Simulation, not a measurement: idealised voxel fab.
Module name: voxel self aligned vias (process module)
The figure presents cross-section cut, which has a width of 200 nm and is divided into square cells with an edge length of 5 nm.
We lay out every cross-section as a grid of square cells and spell it out in bands from the top down, where one band means one or more rows of cells.
Top, bottom (nm), then materials left to right with widths (nm); lone material tagged "full width" fills the whole band edge to edge; "air" = empty space.
We count height from 0. Below that, the starting wafer is all one material. The lowest band never ends at the bottom but goes on down; see "0 nm and below" for how that is written.
Width "30->40": first value at the band's top row of cells, second value at its bottom row, equal change from row to row.
"stayed the same" for a step: no cell of the cross-section changed in that step.
This entry, "Sealed voids", enumerates those empty regions of no fewer than 8 cells that possess no open connection to the top. Each region is reported in the form width x height at distance, the distance being taken from the left edge, with all three quantities expressed in nm.
That trailing text on a step's line, after the settings, is the simulator's own remark on the step.
overlay nm: mask right of planned place by this much (step with mask). Neg. = left.

**List of planned process steps**
step 1: RECEIVE with material Si
step 2: CONFORMAL_DEP with material SiO2, thk nm 10
step 3: CONFORMAL_DEP with material SiCN, thk nm 5
step 4: DIRECTIONAL_DEP with material lowk, thk nm 30
step 5: DIRECTIONAL_DEP with material aC, thk nm 15
step 6: PATTERN with tone open, mask id LINES, material resist, width nm 20, pitch nm 60, thk nm 35, overlay nm 0
step 7: DIRECTIONAL_ETCH with etch materials aC, depth nm 15
step 8: STRIP with etch materials resist
step 9: DIRECTIONAL_ETCH with etch materials lowk, depth nm 30
step 10: STRIP with etch materials aC
step 11: CONFORMAL_DEP with material TiN, thk nm 5
step 12: FILL_DEP with material W, thk nm 5
step 13: CMP with height nm 45
step 14: SELECTIVE_ETCH with etch materials W Ru TiN, depth nm 10
step 15: FILL_DEP with material SiN, thk nm 10
step 16: CMP with height nm 45
step 17: DIRECTIONAL_DEP with material lowk, thk nm 20
step 18: DIRECTIONAL_DEP with material aC, thk nm 10
step 19: PATTERN with tone open, mask id VIAS, material resist, width nm 30, thk nm 25, overlay nm -15
step 20: DIRECTIONAL_ETCH with etch materials aC, depth nm 10
step 21: STRIP with etch materials resist
step 22: DIRECTIONAL_ETCH with etch materials lowk, depth nm 20
step 23: DIRECTIONAL_ETCH with etch materials SiN, depth nm 10
step 24: STRIP with etch materials aC
step 25: CONFORMAL_DEP with material TiN, thk nm 5
step 26: FILL_DEP with material Ru, thk nm 5
step 27: CMP with height nm 65
step 28: CONFORMAL_DEP with material SiN, thk nm 5
Same starting wafers, different overlay nm at step 19. Plan value belongs to the first wafer.

**first wafer as received, after step 1**
- 0 nm and below  Si full width
- Sealed voids: none

**Cross-section of the first of several wafers once the module has run through its last step, step 28**
- 70 nm to 65 nm  SiN full width
- 65 nm to 50 nm  lowk: 40, then TiN: 5, then Ru: 20, then TiN: 5, then lowk: 130
- 50 nm to 45 nm  lowk: 40, then TiN: 30, then lowk: 130
- 45 nm to 35 nm  lowk: 60, then TiN: 10, then SiN: 10, then lowk: 40, then SiN: 20, then lowk: 60
- 35 nm to 20 nm  lowk: 60, then TiN: 5, then W: 10, then TiN: 5, then lowk: 40, then TiN: 5, then W: 10, then TiN: 5, then lowk: 60
- 20 nm to 15 nm  lowk: 60, then TiN: 20, then lowk: 40, then TiN: 20, then lowk: 60
- 15 nm to 10 nm  SiCN full width
- 10 nm to 0 nm  SiO2 full width
- 0 nm and below  Si full width
- Sealed voids: none

**Here we cross-sectioned the last of the wafers once the module was done**
- 70 nm to 65 nm  SiN full width
- 65 nm to 50 nm  lowk: 70, then TiN: 5, then Ru: 20, then TiN: 5, then lowk: 100
- 50 nm to 45 nm  lowk: 70, then TiN: 30, then lowk: 100
- 45 nm to 35 nm  lowk: 60, then SiN: 10, then TiN: 10, then lowk: 40, then SiN: 20, then lowk: 60
- 35 nm to 20 nm  lowk: 60, then TiN: 5, then W: 10, then TiN: 5, then lowk: 40, then TiN: 5, then W: 10, then TiN: 5, then lowk: 60
- 20 nm to 15 nm  lowk: 60, then TiN: 20, then lowk: 40, then TiN: 20, then lowk: 60
- 15 nm to 10 nm  SiCN full width
- 10 nm to 0 nm  SiO2 full width
- 0 nm and below  Si full width
- Sealed voids: none

**Below is a per-wafer table. In it, each row describes the wafer at the end of the module by giving, for each material, the number of cells gained (+) or lost (-) since the wafer was received, and after that the closed voids of the wafer**
overlay nm -15 | +12 Ru | +40 SiCN | +52 SiN | +80 SiO2 | +36 TiN | +12 W | +328 lowk | Sealed voids: none
overlay nm -10 | +14 Ru | +40 SiCN | +50 SiN | +80 SiO2 | +36 TiN | +12 W | +328 lowk | Sealed voids: none
overlay nm -5 | +16 Ru | +40 SiCN | +48 SiN | +80 SiO2 | +36 TiN | +12 W | +328 lowk | Sealed voids: none
overlay nm 0 | +16 Ru | +40 SiCN | +48 SiN | +80 SiO2 | +36 TiN | +12 W | +328 lowk | Sealed voids: none
overlay nm 5 | +16 Ru | +40 SiCN | +48 SiN | +80 SiO2 | +36 TiN | +12 W | +328 lowk | Sealed voids: none
overlay nm 10 | +14 Ru | +40 SiCN | +50 SiN | +80 SiO2 | +36 TiN | +12 W | +328 lowk | Sealed voids: none
overlay nm 15 | +12 Ru | +40 SiCN | +52 SiN | +80 SiO2 | +36 TiN | +12 W | +328 lowk | Sealed voids: none
